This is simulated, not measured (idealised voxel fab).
This is a process module. Its name is voxel gate over fins.
Pictured: cross-section cut, 245 nm wide, on a grid of 5 nm square cells.
If you're reading a cross-section in this doc, picture square cells in a grid; it comes to you as bands, top ones listed first down to the bottom, and a band can be one or more rows of cells. Within each band entry, the heights of the top and of the bottom of the band appear first, in that order and in nm; the materials of the band then follow from left to right, each with its corresponding width in nm. The designation "edge to edge" on a single material indicates that it fills the band from edge to edge; the designation "empty" indicates empty space. The level at which height equals 0 is the one under which the wafer, as it arrives, is entirely one material. No lower edge exists for the bottom band, which continues downward and is notated as in "0..down". With a width like "30 to 40", each row of cells in the band differs from the next by the same amount, the top row carrying the first number and the bottom row the second. Any step labelled "changes: none" changed none of the cells in the cross-section. The entry titled "Entrapped void list" provides the empty spaces that have no open way to the top, restricted to those of 8 cells or more. Each is presented as width x height at distance, the distance being measured from the left edge, with all three in nm. That trailing text on a step's line, after the settings, is the simulator's own remark on the step. On any step carrying a mask, the "overlay nm" setting, if present on the step's line, tells how far right of its planned place the mask lay; negative values point to the left.
Steps planned for the process
| 1 | RECEIVE [material Si] |
| 2 | CONFORMAL_DEP [material SiN] [thk nm 5] |
| 3 | MASKED_ETCH [tone cover] [mask id FINS] [width nm 15] [pitch nm 35] [etch materials SiN] [depth nm 5] [overlay nm 0] |
| 4 | MASKED_ETCH [tone cover] [mask id FINS] [width nm 15] [pitch nm 35] [etch materials Si] [depth nm 30] [overlay nm 0] |
| 5 | OXIDIZE [depth nm 5] |
| 6 | FILL_DEP [material SiO2] [thk nm 15] |
| 7 | CMP [height nm 5] |
| 8 | SELECTIVE_ETCH [etch materials SiO2] [depth nm 15] |
| 9 | STRIP [etch materials SiN] |
| 10 | CONFORMAL_DEP [material HfO2] [thk nm 5] |
| 11 | CONFORMAL_DEP [material TiN] [thk nm 5] |
| 12 | FILL_DEP [material W] [thk nm 15] |
| 13 | CMP [height nm 20] |
| 14 | CONFORMAL_DEP [material SiCN] [thk nm 10] |
Below: the first of two wafers, run as planned
Here's what the wafer looked like in cross-section when it arrived - that's after step 1
- 0..down: Si edge to edge
- Entrapped void list: none
How the wafer stands in section after step 2
- 5..0: SiN edge to edge
- below 0: unchanged
How the wafer stands in section after step 3
- 5..0: 80 of empty; 15 of SiN; 20 of empty; 15 of SiN; 20 of empty; 15 of SiN; 80 of empty
- below 0: unchanged
How the wafer stands in section after step 4
- 5..0: 80 of empty; 15 of SiN; 20 of empty; 15 of SiN; 20 of empty; 15 of SiN; 80 of empty
- 0..-30: 80 of empty; 15 of Si; 20 of empty; 15 of Si; 20 of empty; 15 of Si; 80 of empty
- below -30: unchanged
How the wafer stands in section after step 5
- 5..0: 80 of empty; 15 of SiN; 20 of empty; 15 of SiN; 20 of empty; 15 of SiN; 80 of empty
- 0..-30: 80 of empty; 5 of SiO2; 5 of Si; 5 of SiO2; 20 of empty; 5 of SiO2; 5 of Si; 5 of SiO2; 20 of empty; 5 of SiO2; 5 of Si; 5 of SiO2; 80 of empty
- -30..-35: 85 of SiO2; 5 of Si; 30 of SiO2; 5 of Si; 30 of SiO2; 5 of Si; 85 of SiO2
- below -35: unchanged
How the wafer stands in section after step 6
- 20..5: SiO2 edge to edge
- 5..0: 80 of SiO2; 15 of SiN; 20 of SiO2; 15 of SiN; 20 of SiO2; 15 of SiN; 80 of SiO2
- 0..-35: 85 of SiO2; 5 of Si; 30 of SiO2; 5 of Si; 30 of SiO2; 5 of Si; 85 of SiO2
- below -35: unchanged
How the wafer stands in section after step 7
- 5..0: 80 of SiO2; 15 of SiN; 20 of SiO2; 15 of SiN; 20 of SiO2; 15 of SiN; 80 of SiO2
- below 0: unchanged
How the wafer stands in section after step 8
- 5..0: 80 of empty; 15 of SiN; 20 of empty; 15 of SiN; 20 of empty; 15 of SiN; 80 of empty
- 0..-10: 85 of empty; 5 of Si; 30 of empty; 5 of Si; 30 of empty; 5 of Si; 85 of empty
- below -10: unchanged
How the wafer stands in section after step 9
- 0..-10: 85 of empty; 5 of Si; 30 of empty; 5 of Si; 30 of empty; 5 of Si; 85 of empty
- below -10: unchanged
How the wafer stands in section after step 10
- 5..0: 80 of empty; 15 of HfO2; 20 of empty; 15 of HfO2; 20 of empty; 15 of HfO2; 80 of empty
- 0..-5: 80 of empty; 5 of HfO2; 5 of Si; 5 of HfO2; 20 of empty; 5 of HfO2; 5 of Si; 5 of HfO2; 20 of empty; 5 of HfO2; 5 of Si; 5 of HfO2; 80 of empty
- -5..-10: 85 of HfO2; 5 of Si; 30 of HfO2; 5 of Si; 30 of HfO2; 5 of Si; 85 of HfO2
- below -10: unchanged
How the wafer stands in section after step 11
- 10..5: 75 of empty; 25 of TiN; 10 of empty; 25 of TiN; 10 of empty; 25 of TiN; 75 of empty
- 5..0: 75 of empty; 5 of TiN; 15 of HfO2; 5 of TiN; 10 of empty; 5 of TiN; 15 of HfO2; 5 of TiN; 10 of empty; 5 of TiN; 15 of HfO2; 5 of TiN; 75 of empty
- 0..-5: 80 of TiN; 5 of HfO2; 5 of Si; 5 of HfO2; 20 of TiN; 5 of HfO2; 5 of Si; 5 of HfO2; 20 of TiN; 5 of HfO2; 5 of Si; 5 of HfO2; 80 of TiN
- below -5: unchanged
How the wafer stands in section after step 12
- 25..10: W edge to edge
- 10..5: 75 of W; 25 of TiN; 10 of W; 25 of TiN; 10 of W; 25 of TiN; 75 of W
- 5..0: 75 of W; 5 of TiN; 15 of HfO2; 5 of TiN; 10 of W; 5 of TiN; 15 of HfO2; 5 of TiN; 10 of W; 5 of TiN; 15 of HfO2; 5 of TiN; 75 of W
- below 0: unchanged
How the wafer stands in section after step 13
- 20..10: W edge to edge
- below 10: unchanged
How the wafer stands in section after step 14
- 30..20: SiCN edge to edge
- below 20: unchanged
The remaining wafer, second of the two, started like the first and was run to the same plan, except that one mistake was made along the way; the two coincide through step 7, inclusive
Second wafer shown in cross-section at the time step 8 was slated to end
- 5..0: 80 of empty; 15 of SiN; 20 of empty; 15 of SiN; 20 of empty; 15 of SiN; 80 of empty
- 0..-20: 85 of empty; 5 of Si; 30 of empty; 5 of Si; 30 of empty; 5 of Si; 85 of empty
- below -20: unchanged
Second wafer shown in cross-section at the time step 9 was slated to end
- 0..-20: 85 of empty; 5 of Si; 30 of empty; 5 of Si; 30 of empty; 5 of Si; 85 of empty
- below -20: unchanged
Second wafer shown in cross-section at the time step 10 was slated to end
- 5..0: 80 of empty; 15 of HfO2; 20 of empty; 15 of HfO2; 20 of empty; 15 of HfO2; 80 of empty
- 0..-15: 80 of empty; 5 of HfO2; 5 of Si; 5 of HfO2; 20 of empty; 5 of HfO2; 5 of Si; 5 of HfO2; 20 of empty; 5 of HfO2; 5 of Si; 5 of HfO2; 80 of empty
- -15..-20: 85 of HfO2; 5 of Si; 30 of HfO2; 5 of Si; 30 of HfO2; 5 of Si; 85 of HfO2
- below -20: unchanged
Second wafer shown in cross-section at the time step 11 was slated to end
- 10..5: 75 of empty; 25 of TiN; 10 of empty; 25 of TiN; 10 of empty; 25 of TiN; 75 of empty
- 5..0: 75 of empty; 5 of TiN; 15 of HfO2; 5 of TiN; 10 of empty; 5 of TiN; 15 of HfO2; 5 of TiN; 10 of empty; 5 of TiN; 15 of HfO2; 5 of TiN; 75 of empty
- 0..-10: 75 of empty; 5 of TiN; 5 of HfO2; 5 of Si; 5 of HfO2; 5 of TiN; 10 of empty; 5 of TiN; 5 of HfO2; 5 of Si; 5 of HfO2; 5 of TiN; 10 of empty; 5 of TiN; 5 of HfO2; 5 of Si; 5 of HfO2; 5 of TiN; 75 of empty
- -10..-15: 80 of TiN; 5 of HfO2; 5 of Si; 5 of HfO2; 20 of TiN; 5 of HfO2; 5 of Si; 5 of HfO2; 20 of TiN; 5 of HfO2; 5 of Si; 5 of HfO2; 80 of TiN
- below -15: unchanged
Second wafer shown in cross-section at the time step 12 was slated to end
- 25..10: W edge to edge
- 10..5: 75 of W; 25 of TiN; 10 of W; 25 of TiN; 10 of W; 25 of TiN; 75 of W
- 5..0: 75 of W; 5 of TiN; 15 of HfO2; 5 of TiN; 10 of W; 5 of TiN; 15 of HfO2; 5 of TiN; 10 of W; 5 of TiN; 15 of HfO2; 5 of TiN; 75 of W
- 0..-10: 75 of W; 5 of TiN; 5 of HfO2; 5 of Si; 5 of HfO2; 5 of TiN; 10 of W; 5 of TiN; 5 of HfO2; 5 of Si; 5 of HfO2; 5 of TiN; 10 of W; 5 of TiN; 5 of HfO2; 5 of Si; 5 of HfO2; 5 of TiN; 75 of W
- below -10: unchanged
Second wafer shown in cross-section at the time step 13 was slated to end
- 20..10: W edge to edge
- below 10: unchanged
Second wafer shown in cross-section at the time step 14 was slated to end
- 30..20: SiCN edge to edge
- below 20: unchanged
What was the processing mistake? step 8: run off-plan, actual operation and settings SELECTIVE_ETCH [etch materials SiO2] [depth nm 25]
In the final state, the cell counts of the second wafer exceed or fall short of those of the first for the following materials: +12 HfO2, -92 SiO2, +12 TiN, +68 W
